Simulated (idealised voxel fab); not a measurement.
Process module in this document: voxel wiring stack
cross-section cut | 190 nm wide | cells 5 nm
Notation: cross-section as square-cell grid; stated in bands, top first, going down; one or more cell rows per band.
A band entry consists of two parts. The first gives the height of the band's top and the height of its bottom, in nm. The rest lists the band's materials from left to right, each with its width in nm. A single material labelled with the word "full width" fills the band from edge to edge, and the word "air" marks empty space.
For the purposes of this specification, 0 denotes the height below which the wafer in its as-received condition is composed wholly of one material, and the lowermost band, lacking a lower limit, extends downward without end, as expressed in "top 0, no bottom".
Quick explanation for "30 to 40": the width changes in equal steps down the rows of cells, from the first number in the band's top row to the second number in its bottom row.
Given "no change" for a step, no cell of the cross-section differs between before and after that step.
If an empty space has no open way to the top and is at least 8 cells in size, "Sealed void listing" lists it, written width x height at distance, where distance is measured from the left edge and every value is in nm.
Text after the settings on a step's line: the simulator's own remark on that step.
overlay nm, on a step with a mask: how far to the right of its planned place the mask lay; to the left if negative

THESE ARE THE STEPS WE PLANNED FOR THE PROCESS
1,op RECEIVE | material Si
2,op CONFORMAL_DEP | material SiO2 | thk nm 15
3,op CONFORMAL_DEP | material SiN | thk nm 5
4,op DIRECTIONAL_DEP | material SiO2 | thk nm 20
5,op PATTERN | tone open | mask id METAL_1 | material resist | width nm 25 | pitch nm 40 | thk nm 20 | overlay nm 0
6,op DIRECTIONAL_ETCH | etch materials SiO2 | depth nm 20
7,op DIRECTIONAL_ETCH | etch materials SiN | depth nm 5
8,op STRIP | etch materials resist
9,op CONFORMAL_DEP | material TiN | thk nm 5
10,op FILL_DEP | material W | thk nm 5
11,op CMP | height nm 40
12,op EPI | material Ru | thk nm 5
13,op FILL_DEP | material SiCN | thk nm 5
14,op DIRECTIONAL_DEP | material SiO2 | thk nm 30
15,op DIRECTIONAL_DEP | material aC | thk nm 10
16,op PATTERN | tone open | mask id METAL_2 | material resist | width nm 25 | pitch nm 40 | thk nm 30 | overlay nm 0
17,op DIRECTIONAL_ETCH | etch materials aC | depth nm 10
18,op STRIP | etch materials resist
19,op DIRECTIONAL_ETCH | etch materials SiO2 | depth nm 15
20,op STRIP | etch materials aC
21,op PATTERN | tone open | mask id METAL_2_HOLES | material resist | width nm 15 | thk nm 15 | overlay nm 0
22,op DIRECTIONAL_ETCH | etch materials SiO2 | depth nm 15
23,op DIRECTIONAL_ETCH | etch materials SiCN | depth nm 5
24,op STRIP | etch materials resist
25,op CONFORMAL_DEP | material TiN | thk nm 5
26,op FILL_DEP | material Ru | thk nm 10
27,op CMP | height nm 80
28,op CONFORMAL_DEP | material SiCN | thk nm 5
29,op DIRECTIONAL_DEP | material SiO2 | thk nm 15
30,op DIRECTIONAL_DEP | material aC | thk nm 15
31,op PATTERN | tone open | mask id PLUG_2 | material resist | width nm 15 | thk nm 35 | overlay nm 0
32,op DIRECTIONAL_ETCH | etch materials aC | depth nm 15
33,op STRIP | etch materials resist
34,op DIRECTIONAL_ETCH | etch materials SiO2 | depth nm 15
35,op DIRECTIONAL_ETCH | etch materials SiCN | depth nm 5
36,op STRIP | etch materials aC
37,op CONFORMAL_DEP | material TiN | thk nm 5
38,op FILL_DEP | material Ru | thk nm 5
39,op CMP | height nm 100
40,op DIRECTIONAL_DEP | material TiN | thk nm 5
41,op DIRECTIONAL_DEP | material W | thk nm 20
42,op PATTERN | tone cover | mask id METAL_3 | material resist | width nm 25 | pitch nm 40 | thk nm 20 | overlay nm 0
43,op DIRECTIONAL_ETCH | etch materials W | depth nm 20
44,op DIRECTIONAL_ETCH | etch materials TiN | depth nm 5
45,op STRIP | etch materials resist
46,op CONFORMAL_DEP | material SiN | thk nm 5
47,op FILL_DEP | material SiO2 | thk nm 5
48,op CMP | height nm 125
49,op CONFORMAL_DEP | material SiCN | thk nm 5

FIRST OF TWO WAFERS, WITH THE RUN CARRIED OUT AS PLANNED

THE CROSS-SECTION HERE SHOWS THE WAFER AS RECEIVED, I.E. IN ITS STATE AFTER STEP 1
  top 0, no bottom | Si full width
  Sealed void listing: none

TAKE A LOOK AT THE WAFER'S CROSS-SECTION AFTER STEP 2
  top 15, bottom 0 | SiO2 full width
  Nothing below the height 0 has changed.

TAKE A LOOK AT THE WAFER'S CROSS-SECTION AFTER STEP 3
  top 20, bottom 15 | SiN full width
  Nothing below the height 15 has changed.

TAKE A LOOK AT THE WAFER'S CROSS-SECTION AFTER STEP 4
  top 40, bottom 20 | SiO2 full width
  Nothing below the height 20 has changed.

TAKE A LOOK AT THE WAFER'S CROSS-SECTION AFTER STEP 5
  top 60, bottom 40 | resist: 60 | air: 25 | resist: 15 | air: 25 | resist: 65
  Nothing below the height 40 has changed.

TAKE A LOOK AT THE WAFER'S CROSS-SECTION AFTER STEP 6
  top 60, bottom 40 | resist: 60 | air: 25 | resist: 15 | air: 25 | resist: 65
  top 40, bottom 20 | SiO2: 60 | air: 25 | SiO2: 15 | air: 25 | SiO2: 65
  Nothing below the height 20 has changed.

TAKE A LOOK AT THE WAFER'S CROSS-SECTION AFTER STEP 7
  top 60, bottom 40 | resist: 60 | air: 25 | resist: 15 | air: 25 | resist: 65
  top 40, bottom 20 | SiO2: 60 | air: 25 | SiO2: 15 | air: 25 | SiO2: 65
  top 20, bottom 15 | SiN: 60 | air: 25 | SiN: 15 | air: 25 | SiN: 65
  Nothing below the height 15 has changed.

TAKE A LOOK AT THE WAFER'S CROSS-SECTION AFTER STEP 8
  top 40, bottom 20 | SiO2: 60 | air: 25 | SiO2: 15 | air: 25 | SiO2: 65
  Nothing below the height 20 has changed.

TAKE A LOOK AT THE WAFER'S CROSS-SECTION AFTER STEP 9
  top 45, bottom 40 | TiN: 65 | air: 15 | TiN: 25 | air: 15 | TiN: 70
  top 40, bottom 20 | SiO2: 60 | TiN: 5 | air: 15 | TiN: 5 | SiO2: 15 | TiN: 5 | air: 15 | TiN: 5 | SiO2: 65
  top 20, bottom 15 | SiN: 60 | TiN: 25 | SiN: 15 | TiN: 25 | SiN: 65
  Nothing below the height 15 has changed.

TAKE A LOOK AT THE WAFER'S CROSS-SECTION AFTER STEP 10
  top 50, bottom 45 | W full width
  top 45, bottom 40 | TiN: 65 | W: 15 | TiN: 25 | W: 15 | TiN: 70
  top 40, bottom 20 | SiO2: 60 | TiN: 5 | W: 15 | TiN: 5 | SiO2: 15 | TiN: 5 | W: 15 | TiN: 5 | SiO2: 65
  Nothing below the height 20 has changed.

TAKE A LOOK AT THE WAFER'S CROSS-SECTION AFTER STEP 11
  top 40, bottom 20 | SiO2: 60 | TiN: 5 | W: 15 | TiN: 5 | SiO2: 15 | TiN: 5 | W: 15 | TiN: 5 | SiO2: 65
  Nothing below the height 20 has changed.

TAKE A LOOK AT THE WAFER'S CROSS-SECTION AFTER STEP 12
  top 45, bottom 40 | air: 55 | Ru: 35 | air: 5 | Ru: 35 | air: 60
  Nothing below the height 40 has changed.

TAKE A LOOK AT THE WAFER'S CROSS-SECTION AFTER STEP 13
  top 50, bottom 45 | SiCN full width
  top 45, bottom 40 | SiCN: 55 | Ru: 35 | SiCN: 5 | Ru: 35 | SiCN: 60
  Nothing below the height 40 has changed.

TAKE A LOOK AT THE WAFER'S CROSS-SECTION AFTER STEP 14
  top 80, bottom 50 | SiO2 full width
  Nothing below the height 50 has changed.

TAKE A LOOK AT THE WAFER'S CROSS-SECTION AFTER STEP 15
  top 90, bottom 80 | aC full width
  Nothing below the height 80 has changed.

TAKE A LOOK AT THE WAFER'S CROSS-SECTION AFTER STEP 16
  top 120, bottom 90 | resist: 60 | air: 25 | resist: 15 | air: 25 | resist: 65
  Nothing below the height 90 has changed.

TAKE A LOOK AT THE WAFER'S CROSS-SECTION AFTER STEP 17
  top 110, bottom 90 | resist: 60 | air: 25 | resist: 15 | air: 25 | resist: 65
  top 90, bottom 80 | aC: 60 | air: 25 | aC: 15 | air: 25 | aC: 65
  Nothing below the height 80 has changed.

TAKE A LOOK AT THE WAFER'S CROSS-SECTION AFTER STEP 18
  top 90, bottom 80 | aC: 60 | air: 25 | aC: 15 | air: 25 | aC: 65
  Nothing below the height 80 has changed.

TAKE A LOOK AT THE WAFER'S CROSS-SECTION AFTER STEP 19
  top 90, bottom 80 | aC: 60 | air: 25 | aC: 15 | air: 25 | aC: 65
  top 80, bottom 65 | SiO2: 60 | air: 25 | SiO2: 15 | air: 25 | SiO2: 65
  Nothing below the height 65 has changed.

TAKE A LOOK AT THE WAFER'S CROSS-SECTION AFTER STEP 20
  top 80, bottom 65 | SiO2: 60 | air: 25 | SiO2: 15 | air: 25 | SiO2: 65
  Nothing below the height 65 has changed.

TAKE A LOOK AT THE WAFER'S CROSS-SECTION AFTER STEP 21
  top 95, bottom 80 | resist: 60 | air: 15 | resist: 115
  top 80, bottom 65 | SiO2: 60 | air: 15 | resist: 10 | SiO2: 15 | resist: 25 | SiO2: 65
  Nothing below the height 65 has changed.

TAKE A LOOK AT THE WAFER'S CROSS-SECTION AFTER STEP 22
  top 95, bottom 80 | resist: 60 | air: 15 | resist: 115
  top 80, bottom 65 | SiO2: 60 | air: 15 | resist: 10 | SiO2: 15 | resist: 25 | SiO2: 65
  top 65, bottom 50 | SiO2: 60 | air: 15 | SiO2: 115
  Nothing below the height 50 has changed.

TAKE A LOOK AT THE WAFER'S CROSS-SECTION AFTER STEP 23
  top 95, bottom 80 | resist: 60 | air: 15 | resist: 115
  top 80, bottom 65 | SiO2: 60 | air: 15 | resist: 10 | SiO2: 15 | resist: 25 | SiO2: 65
  top 65, bottom 50 | SiO2: 60 | air: 15 | SiO2: 115
  top 50, bottom 45 | SiCN: 60 | air: 15 | SiCN: 115
  Nothing below the height 45 has changed.

TAKE A LOOK AT THE WAFER'S CROSS-SECTION AFTER STEP 24
  top 80, bottom 65 | SiO2: 60 | air: 25 | SiO2: 15 | air: 25 | SiO2: 65
  Nothing below the height 65 has changed.

TAKE A LOOK AT THE WAFER'S CROSS-SECTION AFTER STEP 25
  top 85, bottom 80 | TiN: 65 | air: 15 | TiN: 25 | air: 15 | TiN: 70
  top 80, bottom 70 | SiO2: 60 | TiN: 5 | air: 15 | TiN: 5 | SiO2: 15 | TiN: 5 | air: 15 | TiN: 5 | SiO2: 65
  top 70, bottom 65 | SiO2: 60 | TiN: 5 | air: 5 | TiN: 15 | SiO2: 15 | TiN: 25 | SiO2: 65
  top 65, bottom 50 | SiO2: 60 | TiN: 5 | air: 5 | TiN: 5 | SiO2: 115
  top 50, bottom 45 | SiCN: 60 | TiN: 15 | SiCN: 115
  Nothing below the height 45 has changed.

TAKE A LOOK AT THE WAFER'S CROSS-SECTION AFTER STEP 26
  top 95, bottom 85 | Ru full width
  top 85, bottom 80 | TiN: 65 | Ru: 15 | TiN: 25 | Ru: 15 | TiN: 70
  top 80, bottom 70 | SiO2: 60 | TiN: 5 | Ru: 15 | TiN: 5 | SiO2: 15 | TiN: 5 | Ru: 15 | TiN: 5 | SiO2: 65
  top 70, bottom 65 | SiO2: 60 | TiN: 5 | Ru: 5 | TiN: 15 | SiO2: 15 | TiN: 25 | SiO2: 65
  top 65, bottom 50 | SiO2: 60 | TiN: 5 | Ru: 5 | TiN: 5 | SiO2: 115
  Nothing below the height 50 has changed.

TAKE A LOOK AT THE WAFER'S CROSS-SECTION AFTER STEP 27
  top 80, bottom 70 | SiO2: 60 | TiN: 5 | Ru: 15 | TiN: 5 | SiO2: 15 | TiN: 5 | Ru: 15 | TiN: 5 | SiO2: 65
  Nothing below the height 70 has changed.

TAKE A LOOK AT THE WAFER'S CROSS-SECTION AFTER STEP 28
  top 85, bottom 80 | SiCN full width
  Nothing below the height 80 has changed.

TAKE A LOOK AT THE WAFER'S CROSS-SECTION AFTER STEP 29
  top 100, bottom 85 | SiO2 full width
  Nothing below the height 85 has changed.

TAKE A LOOK AT THE WAFER'S CROSS-SECTION AFTER STEP 30
  top 115, bottom 100 | aC full width
  Nothing below the height 100 has changed.

TAKE A LOOK AT THE WAFER'S CROSS-SECTION AFTER STEP 31
  top 150, bottom 115 | resist: 60 | air: 15 | resist: 115
  Nothing below the height 115 has changed.

TAKE A LOOK AT THE WAFER'S CROSS-SECTION AFTER STEP 32
  top 135, bottom 115 | resist: 60 | air: 15 | resist: 115
  top 115, bottom 100 | aC: 60 | air: 15 | aC: 115
  Nothing below the height 100 has changed.

TAKE A LOOK AT THE WAFER'S CROSS-SECTION AFTER STEP 33
  top 115, bottom 100 | aC: 60 | air: 15 | aC: 115
  Nothing below the height 100 has changed.

TAKE A LOOK AT THE WAFER'S CROSS-SECTION AFTER STEP 34
  top 115, bottom 100 | aC: 60 | air: 15 | aC: 115
  top 100, bottom 85 | SiO2: 60 | air: 15 | SiO2: 115
  Nothing below the height 85 has changed.

TAKE A LOOK AT THE WAFER'S CROSS-SECTION AFTER STEP 35
  top 115, bottom 100 | aC: 60 | air: 15 | aC: 115
  top 100, bottom 85 | SiO2: 60 | air: 15 | SiO2: 115
  top 85, bottom 80 | SiCN: 60 | air: 15 | SiCN: 115
  Nothing below the height 80 has changed.

TAKE A LOOK AT THE WAFER'S CROSS-SECTION AFTER STEP 36
  top 100, bottom 85 | SiO2: 60 | air: 15 | SiO2: 115
  Nothing below the height 85 has changed.

TAKE A LOOK AT THE WAFER'S CROSS-SECTION AFTER STEP 37
  top 105, bottom 100 | TiN: 65 | air: 5 | TiN: 120
  top 100, bottom 85 | SiO2: 60 | TiN: 5 | air: 5 | TiN: 5 | SiO2: 115
  top 85, bottom 80 | SiCN: 60 | TiN: 15 | SiCN: 115
  Nothing below the height 80 has changed.

TAKE A LOOK AT THE WAFER'S CROSS-SECTION AFTER STEP 38
  top 110, bottom 105 | Ru full width
  top 105, bottom 100 | TiN: 65 | Ru: 5 | TiN: 120
  top 100, bottom 85 | SiO2: 60 | TiN: 5 | Ru: 5 | TiN: 5 | SiO2: 115
  Nothing below the height 85 has changed.

TAKE A LOOK AT THE WAFER'S CROSS-SECTION AFTER STEP 39
  top 100, bottom 85 | SiO2: 60 | TiN: 5 | Ru: 5 | TiN: 5 | SiO2: 115
  Nothing below the height 85 has changed.

TAKE A LOOK AT THE WAFER'S CROSS-SECTION AFTER STEP 40
  top 105, bottom 100 | TiN full width
  Nothing below the height 100 has changed.

TAKE A LOOK AT THE WAFER'S CROSS-SECTION AFTER STEP 41
  top 125, bottom 105 | W full width
  Nothing below the height 105 has changed.

TAKE A LOOK AT THE WAFER'S CROSS-SECTION AFTER STEP 42
  top 145, bottom 125 | air: 60 | resist: 25 | air: 15 | resist: 25 | air: 65
  Nothing below the height 125 has changed.

TAKE A LOOK AT THE WAFER'S CROSS-SECTION AFTER STEP 43
  top 145, bottom 125 | air: 60 | resist: 25 | air: 15 | resist: 25 | air: 65
  top 125, bottom 105 | air: 60 | W: 25 | air: 15 | W: 25 | air: 65
  Nothing below the height 105 has changed.

TAKE A LOOK AT THE WAFER'S CROSS-SECTION AFTER STEP 44
  top 145, bottom 125 | air: 60 | resist: 25 | air: 15 | resist: 25 | air: 65
  top 125, bottom 105 | air: 60 | W: 25 | air: 15 | W: 25 | air: 65
  top 105, bottom 100 | air: 60 | TiN: 25 | air: 15 | TiN: 25 | air: 65
  Nothing below the height 100 has changed.

TAKE A LOOK AT THE WAFER'S CROSS-SECTION AFTER STEP 45
  top 125, bottom 105 | air: 60 | W: 25 | air: 15 | W: 25 | air: 65
  Nothing below the height 105 has changed.

TAKE A LOOK AT THE WAFER'S CROSS-SECTION AFTER STEP 46
  top 130, bottom 125 | air: 55 | SiN: 35 | air: 5 | SiN: 35 | air: 60
  top 125, bottom 105 | air: 55 | SiN: 5 | W: 25 | SiN: 5 | air: 5 | SiN: 5 | W: 25 | SiN: 5 | air: 60
  top 105, bottom 100 | SiN: 60 | TiN: 25 | SiN: 15 | TiN: 25 | SiN: 65
  Nothing below the height 100 has changed.

TAKE A LOOK AT THE WAFER'S CROSS-SECTION AFTER STEP 47
  top 135, bottom 130 | SiO2 full width
  top 130, bottom 125 | SiO2: 55 | SiN: 35 | SiO2: 5 | SiN: 35 | SiO2: 60
  top 125, bottom 105 | SiO2: 55 | SiN: 5 | W: 25 | SiN: 5 | SiO2: 5 | SiN: 5 | W: 25 | SiN: 5 | SiO2: 60
  Nothing below the height 105 has changed.

TAKE A LOOK AT THE WAFER'S CROSS-SECTION AFTER STEP 48
  top 125, bottom 105 | SiO2: 55 | SiN: 5 | W: 25 | SiN: 5 | SiO2: 5 | SiN: 5 | W: 25 | SiN: 5 | SiO2: 60
  Nothing below the height 105 has changed.

TAKE A LOOK AT THE WAFER'S CROSS-SECTION AFTER STEP 49
  top 130, bottom 125 | SiCN full width
  Nothing below the height 125 has changed.

SECOND WAFER. START AND PLAN AS FOR THE FIRST. ONE MISTAKE MADE IN RUNNING. AGREES WITH THE FIRST UP TO AND INCLUDING STEP 1

SECOND WAFER, CROSS-SECTION, PLANNED END OF STEP 2
  top 30, bottom 0 | SiO2 full width
  Nothing below the height 0 has changed.

SECOND WAFER, CROSS-SECTION, PLANNED END OF STEP 3
  top 35, bottom 30 | SiN full width
  Nothing below the height 30 has changed.

SECOND WAFER, CROSS-SECTION, PLANNED END OF STEP 4
  top 55, bottom 35 | SiO2 full width
  Nothing below the height 35 has changed.

SECOND WAFER, CROSS-SECTION, PLANNED END OF STEP 5
  top 75, bottom 55 | resist: 60 | air: 25 | resist: 15 | air: 25 | resist: 65
  Nothing below the height 55 has changed.

SECOND WAFER, CROSS-SECTION, PLANNED END OF STEP 6
  top 75, bottom 55 | resist: 60 | air: 25 | resist: 15 | air: 25 | resist: 65
  top 55, bottom 35 | SiO2: 60 | air: 25 | SiO2: 15 | air: 25 | SiO2: 65
  Nothing below the height 35 has changed.

SECOND WAFER, CROSS-SECTION, PLANNED END OF STEP 7
  top 75, bottom 55 | resist: 60 | air: 25 | resist: 15 | air: 25 | resist: 65
  top 55, bottom 35 | SiO2: 60 | air: 25 | SiO2: 15 | air: 25 | SiO2: 65
  top 35, bottom 30 | SiN: 60 | air: 25 | SiN: 15 | air: 25 | SiN: 65
  Nothing below the height 30 has changed.

SECOND WAFER, CROSS-SECTION, PLANNED END OF STEP 8
  top 55, bottom 35 | SiO2: 60 | air: 25 | SiO2: 15 | air: 25 | SiO2: 65
  Nothing below the height 35 has changed.

SECOND WAFER, CROSS-SECTION, PLANNED END OF STEP 9
  top 60, bottom 55 | TiN: 65 | air: 15 | TiN: 25 | air: 15 | TiN: 70
  top 55, bottom 35 | SiO2: 60 | TiN: 5 | air: 15 | TiN: 5 | SiO2: 15 | TiN: 5 | air: 15 | TiN: 5 | SiO2: 65
  top 35, bottom 30 | SiN: 60 | TiN: 25 | SiN: 15 | TiN: 25 | SiN: 65
  Nothing below the height 30 has changed.

SECOND WAFER, CROSS-SECTION, PLANNED END OF STEP 10
  top 65, bottom 60 | W full width
  top 60, bottom 55 | TiN: 65 | W: 15 | TiN: 25 | W: 15 | TiN: 70
  top 55, bottom 35 | SiO2: 60 | TiN: 5 | W: 15 | TiN: 5 | SiO2: 15 | TiN: 5 | W: 15 | TiN: 5 | SiO2: 65
  Nothing below the height 35 has changed.

SECOND WAFER, CROSS-SECTION, PLANNED END OF STEP 11
  top 40, bottom 35 | SiO2: 60 | TiN: 5 | W: 15 | TiN: 5 | SiO2: 15 | TiN: 5 | W: 15 | TiN: 5 | SiO2: 65
  Nothing below the height 35 has changed.

SECOND WAFER, CROSS-SECTION, PLANNED END OF STEP 12
  top 45, bottom 40 | air: 55 | Ru: 35 | air: 5 | Ru: 35 | air: 60
  Nothing below the height 40 has changed.

SECOND WAFER, CROSS-SECTION, PLANNED END OF STEP 13
  top 50, bottom 45 | SiCN full width
  top 45, bottom 40 | SiCN: 55 | Ru: 35 | SiCN: 5 | Ru: 35 | SiCN: 60
  Nothing below the height 40 has changed.

SECOND WAFER, CROSS-SECTION, PLANNED END OF STEP 14
  top 80, bottom 50 | SiO2 full width
  Nothing below the height 50 has changed.

SECOND WAFER, CROSS-SECTION, PLANNED END OF STEP 15
  top 90, bottom 80 | aC full width
  Nothing below the height 80 has changed.

SECOND WAFER, CROSS-SECTION, PLANNED END OF STEP 16
  top 120, bottom 90 | resist: 60 | air: 25 | resist: 15 | air: 25 | resist: 65
  Nothing below the height 90 has changed.

SECOND WAFER, CROSS-SECTION, PLANNED END OF STEP 17
  top 110, bottom 90 | resist: 60 | air: 25 | resist: 15 | air: 25 | resist: 65
  top 90, bottom 80 | aC: 60 | air: 25 | aC: 15 | air: 25 | aC: 65
  Nothing below the height 80 has changed.

SECOND WAFER, CROSS-SECTION, PLANNED END OF STEP 18
  top 90, bottom 80 | aC: 60 | air: 25 | aC: 15 | air: 25 | aC: 65
  Nothing below the height 80 has changed.

SECOND WAFER, CROSS-SECTION, PLANNED END OF STEP 19
  top 90, bottom 80 | aC: 60 | air: 25 | aC: 15 | air: 25 | aC: 65
  top 80, bottom 65 | SiO2: 60 | air: 25 | SiO2: 15 | air: 25 | SiO2: 65
  Nothing below the height 65 has changed.

SECOND WAFER, CROSS-SECTION, PLANNED END OF STEP 20
  top 80, bottom 65 | SiO2: 60 | air: 25 | SiO2: 15 | air: 25 | SiO2: 65
  Nothing below the height 65 has changed.

SECOND WAFER, CROSS-SECTION, PLANNED END OF STEP 21
  top 95, bottom 80 | resist: 60 | air: 15 | resist: 115
  top 80, bottom 65 | SiO2: 60 | air: 15 | resist: 10 | SiO2: 15 | resist: 25 | SiO2: 65
  Nothing below the height 65 has changed.

SECOND WAFER, CROSS-SECTION, PLANNED END OF STEP 22
  top 95, bottom 80 | resist: 60 | air: 15 | resist: 115
  top 80, bottom 65 | SiO2: 60 | air: 15 | resist: 10 | SiO2: 15 | resist: 25 | SiO2: 65
  top 65, bottom 50 | SiO2: 60 | air: 15 | SiO2: 115
  Nothing below the height 50 has changed.

SECOND WAFER, CROSS-SECTION, PLANNED END OF STEP 23
  top 95, bottom 80 | resist: 60 | air: 15 | resist: 115
  top 80, bottom 65 | SiO2: 60 | air: 15 | resist: 10 | SiO2: 15 | resist: 25 | SiO2: 65
  top 65, bottom 50 | SiO2: 60 | air: 15 | SiO2: 115
  top 50, bottom 45 | SiCN: 60 | air: 15 | SiCN: 115
  Nothing below the height 45 has changed.

SECOND WAFER, CROSS-SECTION, PLANNED END OF STEP 24
  top 80, bottom 65 | SiO2: 60 | air: 25 | SiO2: 15 | air: 25 | SiO2: 65
  Nothing below the height 65 has changed.

SECOND WAFER, CROSS-SECTION, PLANNED END OF STEP 25
  top 85, bottom 80 | TiN: 65 | air: 15 | TiN: 25 | air: 15 | TiN: 70
  top 80, bottom 70 | SiO2: 60 | TiN: 5 | air: 15 | TiN: 5 | SiO2: 15 | TiN: 5 | air: 15 | TiN: 5 | SiO2: 65
  top 70, bottom 65 | SiO2: 60 | TiN: 5 | air: 5 | TiN: 15 | SiO2: 15 | TiN: 25 | SiO2: 65
  top 65, bottom 50 | SiO2: 60 | TiN: 5 | air: 5 | TiN: 5 | SiO2: 115
  top 50, bottom 45 | SiCN: 60 | TiN: 15 | SiCN: 115
  Nothing below the height 45 has changed.

SECOND WAFER, CROSS-SECTION, PLANNED END OF STEP 26
  top 95, bottom 85 | Ru full width
  top 85, bottom 80 | TiN: 65 | Ru: 15 | TiN: 25 | Ru: 15 | TiN: 70
  top 80, bottom 70 | SiO2: 60 | TiN: 5 | Ru: 15 | TiN: 5 | SiO2: 15 | TiN: 5 | Ru: 15 | TiN: 5 | SiO2: 65
  top 70, bottom 65 | SiO2: 60 | TiN: 5 | Ru: 5 | TiN: 15 | SiO2: 15 | TiN: 25 | SiO2: 65
  top 65, bottom 50 | SiO2: 60 | TiN: 5 | Ru: 5 | TiN: 5 | SiO2: 115
  Nothing below the height 50 has changed.

SECOND WAFER, CROSS-SECTION, PLANNED END OF STEP 27
  top 80, bottom 70 | SiO2: 60 | TiN: 5 | Ru: 15 | TiN: 5 | SiO2: 15 | TiN: 5 | Ru: 15 | TiN: 5 | SiO2: 65
  Nothing below the height 70 has changed.

SECOND WAFER, CROSS-SECTION, PLANNED END OF STEP 28
  top 85, bottom 80 | SiCN full width
  Nothing below the height 80 has changed.

SECOND WAFER, CROSS-SECTION, PLANNED END OF STEP 29
  top 100, bottom 85 | SiO2 full width
  Nothing below the height 85 has changed.

SECOND WAFER, CROSS-SECTION, PLANNED END OF STEP 30
  top 115, bottom 100 | aC full width
  Nothing below the height 100 has changed.

SECOND WAFER, CROSS-SECTION, PLANNED END OF STEP 31
  top 150, bottom 115 | resist: 60 | air: 15 | resist: 115
  Nothing below the height 115 has changed.

SECOND WAFER, CROSS-SECTION, PLANNED END OF STEP 32
  top 135, bottom 115 | resist: 60 | air: 15 | resist: 115
  top 115, bottom 100 | aC: 60 | air: 15 | aC: 115
  Nothing below the height 100 has changed.

SECOND WAFER, CROSS-SECTION, PLANNED END OF STEP 33
  top 115, bottom 100 | aC: 60 | air: 15 | aC: 115
  Nothing below the height 100 has changed.

SECOND WAFER, CROSS-SECTION, PLANNED END OF STEP 34
  top 115, bottom 100 | aC: 60 | air: 15 | aC: 115
  top 100, bottom 85 | SiO2: 60 | air: 15 | SiO2: 115
  Nothing below the height 85 has changed.

SECOND WAFER, CROSS-SECTION, PLANNED END OF STEP 35
  top 115, bottom 100 | aC: 60 | air: 15 | aC: 115
  top 100, bottom 85 | SiO2: 60 | air: 15 | SiO2: 115
  top 85, bottom 80 | SiCN: 60 | air: 15 | SiCN: 115
  Nothing below the height 80 has changed.

SECOND WAFER, CROSS-SECTION, PLANNED END OF STEP 36
  top 100, bottom 85 | SiO2: 60 | air: 15 | SiO2: 115
  Nothing below the height 85 has changed.

SECOND WAFER, CROSS-SECTION, PLANNED END OF STEP 37
  top 105, bottom 100 | TiN: 65 | air: 5 | TiN: 120
  top 100, bottom 85 | SiO2: 60 | TiN: 5 | air: 5 | TiN: 5 | SiO2: 115
  top 85, bottom 80 | SiCN: 60 | TiN: 15 | SiCN: 115
  Nothing below the height 80 has changed.

SECOND WAFER, CROSS-SECTION, PLANNED END OF STEP 38
  top 110, bottom 105 | Ru full width
  top 105, bottom 100 | TiN: 65 | Ru: 5 | TiN: 120
  top 100, bottom 85 | SiO2: 60 | TiN: 5 | Ru: 5 | TiN: 5 | SiO2: 115
  Nothing below the height 85 has changed.

SECOND WAFER, CROSS-SECTION, PLANNED END OF STEP 39
  top 100, bottom 85 | SiO2: 60 | TiN: 5 | Ru: 5 | TiN: 5 | SiO2: 115
  Nothing below the height 85 has changed.

SECOND WAFER, CROSS-SECTION, PLANNED END OF STEP 40
  top 105, bottom 100 | TiN full width
  Nothing below the height 100 has changed.

SECOND WAFER, CROSS-SECTION, PLANNED END OF STEP 41
  top 125, bottom 105 | W full width
  Nothing below the height 105 has changed.

SECOND WAFER, CROSS-SECTION, PLANNED END OF STEP 42
  top 145, bottom 125 | air: 60 | resist: 25 | air: 15 | resist: 25 | air: 65
  Nothing below the height 125 has changed.

SECOND WAFER, CROSS-SECTION, PLANNED END OF STEP 43
  top 145, bottom 125 | air: 60 | resist: 25 | air: 15 | resist: 25 | air: 65
  top 125, bottom 105 | air: 60 | W: 25 | air: 15 | W: 25 | air: 65
  Nothing below the height 105 has changed.

SECOND WAFER, CROSS-SECTION, PLANNED END OF STEP 44
  top 145, bottom 125 | air: 60 | resist: 25 | air: 15 | resist: 25 | air: 65
  top 125, bottom 105 | air: 60 | W: 25 | air: 15 | W: 25 | air: 65
  top 105, bottom 100 | air: 60 | TiN: 25 | air: 15 | TiN: 25 | air: 65
  Nothing below the height 100 has changed.

SECOND WAFER, CROSS-SECTION, PLANNED END OF STEP 45
  top 125, bottom 105 | air: 60 | W: 25 | air: 15 | W: 25 | air: 65
  Nothing below the height 105 has changed.

SECOND WAFER, CROSS-SECTION, PLANNED END OF STEP 46
  top 130, bottom 125 | air: 55 | SiN: 35 | air: 5 | SiN: 35 | air: 60
  top 125, bottom 105 | air: 55 | SiN: 5 | W: 25 | SiN: 5 | air: 5 | SiN: 5 | W: 25 | SiN: 5 | air: 60
  top 105, bottom 100 | SiN: 60 | TiN: 25 | SiN: 15 | TiN: 25 | SiN: 65
  Nothing below the height 100 has changed.

SECOND WAFER, CROSS-SECTION, PLANNED END OF STEP 47
  top 135, bottom 130 | SiO2 full width
  top 130, bottom 125 | SiO2: 55 | SiN: 35 | SiO2: 5 | SiN: 35 | SiO2: 60
  top 125, bottom 105 | SiO2: 55 | SiN: 5 | W: 25 | SiN: 5 | SiO2: 5 | SiN: 5 | W: 25 | SiN: 5 | SiO2: 60
  Nothing below the height 105 has changed.

SECOND WAFER, CROSS-SECTION, PLANNED END OF STEP 48
  top 125, bottom 105 | SiO2: 55 | SiN: 5 | W: 25 | SiN: 5 | SiO2: 5 | SiN: 5 | W: 25 | SiN: 5 | SiO2: 60
  Nothing below the height 105 has changed.

SECOND WAFER, CROSS-SECTION, PLANNED END OF STEP 49
  top 130, bottom 125 | SiCN full width
  Nothing below the height 125 has changed.
Diagnosis: it should be noted that step 2 of the plan was executed twice
Bottom line after processing is that, in cells, the second wafer is up or down on some materials versus the first: SiO2: 30 more | TiN: 12 fewer | W: 18 fewer
